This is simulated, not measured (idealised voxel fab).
process module | voxel trench capacitor
cross-section cut | 225 nm wide | cells 5 nm
A cross-section is a grid of square cells, given in bands from the top down. A band is one or more rows of cells.
Each band's line starts with the height of the band's top and of its bottom, in nm. Then come its materials from left to right, each with its width in nm. One material with "throughout" fills the band from edge to edge. "air" is empty space.
Height 0 is the level under which the wafer as received is all one material. The lowest band goes on downwards, as in "0 down".
A width such as "30 to 40" changes by the same amount from each row of cells to the next, from the band's top row to its bottom row.
"no change" after a step means that no cell of the cross-section changed.
closed voids: empty space of 8 cells or more with no open way to the top, each as width x height at its distance from the left edge, in nm
after a step's settings: what the simulator itself notes on the step
overlay nm, on a step with a mask: how far to the right of its planned place the mask lay; to the left if negative
plan
1 op RECEIVE | material Si
2 op CONFORMAL_DEP | material SiN | thk nm 5
3 op MASKED_ETCH | tone open | mask id TRENCH | width nm 25 | pitch nm 50 | etch materials SiN | depth nm 5 | overlay nm 0
4 op MASKED_ETCH | tone open | mask id TRENCH | width nm 25 | pitch nm 50 | etch materials Si | depth nm 40 | overlay nm 0
5 op CONFORMAL_DEP | material HfO2 | thk nm 5
6 op CONFORMAL_DEP | material TiN | thk nm 5
7 op FILL_DEP | material W | thk nm 5
8 op CMP | height nm 5
first wafer, as planned
as received, after step 1
  0 down: Si throughout
  closed voids: none
after step 2
  5 to 0: SiN throughout
  below 0: unchanged
after step 3
  5 to 0: SiN 25 | air 25 | SiN 25 | air 25 | SiN 25 | air 25 | SiN 25 | air 25 | SiN 25
  below 0: unchanged
after step 4
  5 to 0: SiN 25 | air 25 | SiN 25 | air 25 | SiN 25 | air 25 | SiN 25 | air 25 | SiN 25
  0 to -40: Si 25 | air 25 | Si 25 | air 25 | Si 25 | air 25 | Si 25 | air 25 | Si 25
  below -40: unchanged
after step 5
  10 to 5: HfO2 30 | air 15 | HfO2 35 | air 15 | HfO2 35 | air 15 | HfO2 35 | air 15 | HfO2 30
  5 to 0: SiN 25 | HfO2 5 | air 15 | HfO2 5 | SiN 25 | HfO2 5 | air 15 | HfO2 5 | SiN 25 | HfO2 5 | air 15 | HfO2 5 | SiN 25 | HfO2 5 | air 15 | HfO2 5 | SiN 25
  0 to -35: Si 25 | HfO2 5 | air 15 | HfO2 5 | Si 25 | HfO2 5 | air 15 | HfO2 5 | Si 25 | HfO2 5 | air 15 | HfO2 5 | Si 25 | HfO2 5 | air 15 | HfO2 5 | Si 25
  -35 to -40: Si 25 | HfO2 25 | Si 25 | HfO2 25 | Si 25 | HfO2 25 | Si 25 | HfO2 25 | Si 25
  below -40: unchanged
after step 6
  15 to 10: TiN 35 | air 5 | TiN 45 | air 5 | TiN 45 | air 5 | TiN 45 | air 5 | TiN 35
  10 to 5: HfO2 30 | TiN 5 | air 5 | TiN 5 | HfO2 35 | TiN 5 | air 5 | TiN 5 | HfO2 35 | TiN 5 | air 5 | TiN 5 | HfO2 35 | TiN 5 | air 5 | TiN 5 | HfO2 30
  5 to 0: SiN 25 | HfO2 5 | TiN 5 | air 5 | TiN 5 | HfO2 5 | SiN 25 | HfO2 5 | TiN 5 | air 5 | TiN 5 | HfO2 5 | SiN 25 | HfO2 5 | TiN 5 | air 5 | TiN 5 | HfO2 5 | SiN 25 | HfO2 5 | TiN 5 | air 5 | TiN 5 | HfO2 5 | SiN 25
  0 to -30: Si 25 | HfO2 5 | TiN 5 | air 5 | TiN 5 | HfO2 5 | Si 25 | HfO2 5 | TiN 5 | air 5 | TiN 5 | HfO2 5 | Si 25 | HfO2 5 | TiN 5 | air 5 | TiN 5 | HfO2 5 | Si 25 | HfO2 5 | TiN 5 | air 5 | TiN 5 | HfO2 5 | Si 25
  -30 to -35: Si 25 | HfO2 5 | TiN 15 | HfO2 5 | Si 25 | HfO2 5 | TiN 15 | HfO2 5 | Si 25 | HfO2 5 | TiN 15 | HfO2 5 | Si 25 | HfO2 5 | TiN 15 | HfO2 5 | Si 25
  below -35: unchanged
after step 7
  20 to 15: W throughout
  15 to 10: TiN 35 | W 5 | TiN 45 | W 5 | TiN 45 | W 5 | TiN 45 | W 5 | TiN 35
  10 to 5: HfO2 30 | TiN 5 | W 5 | TiN 5 | HfO2 35 | TiN 5 | W 5 | TiN 5 | HfO2 35 | TiN 5 | W 5 | TiN 5 | HfO2 35 | TiN 5 | W 5 | TiN 5 | HfO2 30
  5 to 0: SiN 25 | HfO2 5 | TiN 5 | W 5 | TiN 5 | HfO2 5 | SiN 25 | HfO2 5 | TiN 5 | W 5 | TiN 5 | HfO2 5 | SiN 25 | HfO2 5 | TiN 5 | W 5 | TiN 5 | HfO2 5 | SiN 25 | HfO2 5 | TiN 5 | W 5 | TiN 5 | HfO2 5 | SiN 25
  0 to -30: Si 25 | HfO2 5 | TiN 5 | W 5 | TiN 5 | HfO2 5 | Si 25 | HfO2 5 | TiN 5 | W 5 | TiN 5 | HfO2 5 | Si 25 | HfO2 5 | TiN 5 | W 5 | TiN 5 | HfO2 5 | Si 25 | HfO2 5 | TiN 5 | W 5 | TiN 5 | HfO2 5 | Si 25
  below -30: unchanged
after step 8
  5 to 0: SiN 25 | HfO2 5 | TiN 5 | W 5 | TiN 5 | HfO2 5 | SiN 25 | HfO2 5 | TiN 5 | W 5 | TiN 5 | HfO2 5 | SiN 25 | HfO2 5 | TiN 5 | W 5 | TiN 5 | HfO2 5 | SiN 25 | HfO2 5 | TiN 5 | W 5 | TiN 5 | HfO2 5 | SiN 25
  below 0: unchanged
second wafer: like start, like plan, one mistake. Through step 4 it matches the first wafer
when step 5 should have ended
  10 to 5: TiN 30 | air 15 | TiN 35 | air 15 | TiN 35 | air 15 | TiN 35 | air 15 | TiN 30
  5 to 0: SiN 25 | TiN 5 | air 15 | TiN 5 | SiN 25 | TiN 5 | air 15 | TiN 5 | SiN 25 | TiN 5 | air 15 | TiN 5 | SiN 25 | TiN 5 | air 15 | TiN 5 | SiN 25
  0 to -35: Si 25 | TiN 5 | air 15 | TiN 5 | Si 25 | TiN 5 | air 15 | TiN 5 | Si 25 | TiN 5 | air 15 | TiN 5 | Si 25 | TiN 5 | air 15 | TiN 5 | Si 25
  -35 to -40: Si 25 | TiN 25 | Si 25 | TiN 25 | Si 25 | TiN 25 | Si 25 | TiN 25 | Si 25
  below -40: unchanged
when step 6 should have ended
  15 to 10: HfO2 35 | air 5 | HfO2 45 | air 5 | HfO2 45 | air 5 | HfO2 45 | air 5 | HfO2 35
  10 to 5: TiN 30 | HfO2 5 | air 5 | HfO2 5 | TiN 35 | HfO2 5 | air 5 | HfO2 5 | TiN 35 | HfO2 5 | air 5 | HfO2 5 | TiN 35 | HfO2 5 | air 5 | HfO2 5 | TiN 30
  5 to 0: SiN 25 | TiN 5 | HfO2 5 | air 5 | HfO2 5 | TiN 5 | SiN 25 | TiN 5 | HfO2 5 | air 5 | HfO2 5 | TiN 5 | SiN 25 | TiN 5 | HfO2 5 | air 5 | HfO2 5 | TiN 5 | SiN 25 | TiN 5 | HfO2 5 | air 5 | HfO2 5 | TiN 5 | SiN 25
  0 to -30: Si 25 | TiN 5 | HfO2 5 | air 5 | HfO2 5 | TiN 5 | Si 25 | TiN 5 | HfO2 5 | air 5 | HfO2 5 | TiN 5 | Si 25 | TiN 5 | HfO2 5 | air 5 | HfO2 5 | TiN 5 | Si 25 | TiN 5 | HfO2 5 | air 5 | HfO2 5 | TiN 5 | Si 25
  -30 to -35: Si 25 | TiN 5 | HfO2 15 | TiN 5 | Si 25 | TiN 5 | HfO2 15 | TiN 5 | Si 25 | TiN 5 | HfO2 15 | TiN 5 | Si 25 | TiN 5 | HfO2 15 | TiN 5 | Si 25
  below -35: unchanged
when step 7 should have ended
  20 to 15: W throughout
  15 to 10: HfO2 35 | W 5 | HfO2 45 | W 5 | HfO2 45 | W 5 | HfO2 45 | W 5 | HfO2 35
  10 to 5: TiN 30 | HfO2 5 | W 5 | HfO2 5 | TiN 35 | HfO2 5 | W 5 | HfO2 5 | TiN 35 | HfO2 5 | W 5 | HfO2 5 | TiN 35 | HfO2 5 | W 5 | HfO2 5 | TiN 30
  5 to 0: SiN 25 | TiN 5 | HfO2 5 | W 5 | HfO2 5 | TiN 5 | SiN 25 | TiN 5 | HfO2 5 | W 5 | HfO2 5 | TiN 5 | SiN 25 | TiN 5 | HfO2 5 | W 5 | HfO2 5 | TiN 5 | SiN 25 | TiN 5 | HfO2 5 | W 5 | HfO2 5 | TiN 5 | SiN 25
  0 to -30: Si 25 | TiN 5 | HfO2 5 | W 5 | HfO2 5 | TiN 5 | Si 25 | TiN 5 | HfO2 5 | W 5 | HfO2 5 | TiN 5 | Si 25 | TiN 5 | HfO2 5 | W 5 | HfO2 5 | TiN 5 | Si 25 | TiN 5 | HfO2 5 | W 5 | HfO2 5 | TiN 5 | Si 25
  below -30: unchanged
when step 8 should have ended
  5 to 0: SiN 25 | TiN 5 | HfO2 5 | W 5 | HfO2 5 | TiN 5 | SiN 25 | TiN 5 | HfO2 5 | W 5 | HfO2 5 | TiN 5 | SiN 25 | TiN 5 | HfO2 5 | W 5 | HfO2 5 | TiN 5 | SiN 25 | TiN 5 | HfO2 5 | W 5 | HfO2 5 | TiN 5 | SiN 25
  below 0: unchanged
what went wrong: steps 5 and 6 were swapped
at the end the second wafer has, in cells: 16 fewer of HfO2 | 16 more of TiN
